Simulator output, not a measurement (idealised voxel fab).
process module | voxel ribs on slabs
cross-section cut | 235 nm wide | cells 5 nm
A cross-section is a grid of square cells, given in bands from the top down. A band is one or more rows of cells.
Each band's line starts with the height of the band's top and of its bottom, in nm. Then come its materials from left to right, each with its width in nm. One material with "throughout" fills the band from edge to edge. "air" is empty space.
Height 0 is the level under which the wafer as received is all one material. The lowest band goes on downwards, as in "0 down".
A width such as "30 to 40" changes by the same amount from each row of cells to the next, from the band's top row to its bottom row.
"no change" after a step means that no cell of the cross-section changed.
closed voids: empty space of 8 cells or more with no open way to the top, each as width x height at its distance from the left edge, in nm
after a step's settings: what the simulator itself notes on the step
overlay nm, on a step with a mask: how far to the right of its planned place the mask lay; to the left if negative
plan
1 op RECEIVE | material Si
2 op DIRECTIONAL_DEP | material SiO2 | thk nm 25
3 op DIRECTIONAL_DEP | material polySi | thk nm 25
4 op DIRECTIONAL_DEP | material aC | thk nm 10
5 op PATTERN | tone cover | mask id RIB | material resist | width nm 25 | thk nm 25 | overlay nm 0
6 op DIRECTIONAL_ETCH | etch materials aC | depth nm 10
7 op STRIP | etch materials resist
8 op DIRECTIONAL_ETCH | etch materials polySi | depth nm 10
9 op STRIP | etch materials aC
10 op DIRECTIONAL_DEP | material aC | thk nm 15
11 op PATTERN | tone cover | mask id SLAB | material resist | width nm 65 | thk nm 35 | overlay nm 0
12 op DIRECTIONAL_ETCH | etch materials aC | depth nm 15
13 op STRIP | etch materials resist
14 op DIRECTIONAL_ETCH | etch materials polySi | depth nm 15
15 op STRIP | etch materials aC
16 op FILL_DEP | material SiO2 | thk nm 30
17 op CMP | height nm 70
18 op DIRECTIONAL_DEP | material W | thk nm 5
19 op PATTERN | tone cover | mask id HEATER | material resist | width nm 35 | thk nm 15 | overlay nm 0
20 op DIRECTIONAL_ETCH | etch materials W | depth nm 5
21 op STRIP | etch materials resist
22 op CONFORMAL_DEP | material SiN | thk nm 5
as received, after step 1
  0 down: Si throughout
  closed voids: none
first wafer at the end, as planned
  80 to 75: air 95 | SiN 45 | air 95
  75 to 70: SiN 100 | W 35 | SiN 100
  70 to 50: SiO2 throughout
  50 to 40: SiO2 105 | polySi 25 | SiO2 105
  40 to 25: SiO2 85 | polySi 65 | SiO2 85
  25 to 0: SiO2 throughout
  0 down: Si throughout
  closed voids: none
second wafer at the end: like start, like plan, one mistake
  80 to 75: air 95 | SiN 45 | air 95
  75 to 70: SiN 100 | W 35 | SiN 100
  70 to 65: SiO2 105 | polySi 25 | SiO2 105
  65 to 50: SiO2 85 | polySi 65 | SiO2 85
  50 to 25: polySi throughout
  25 to 0: SiO2 throughout
  0 down: Si throughout
  closed voids: none
what went wrong: step 3 was run twice
at the end the second wafer has, in cells: 230 fewer of SiO2 | 230 more of polySi
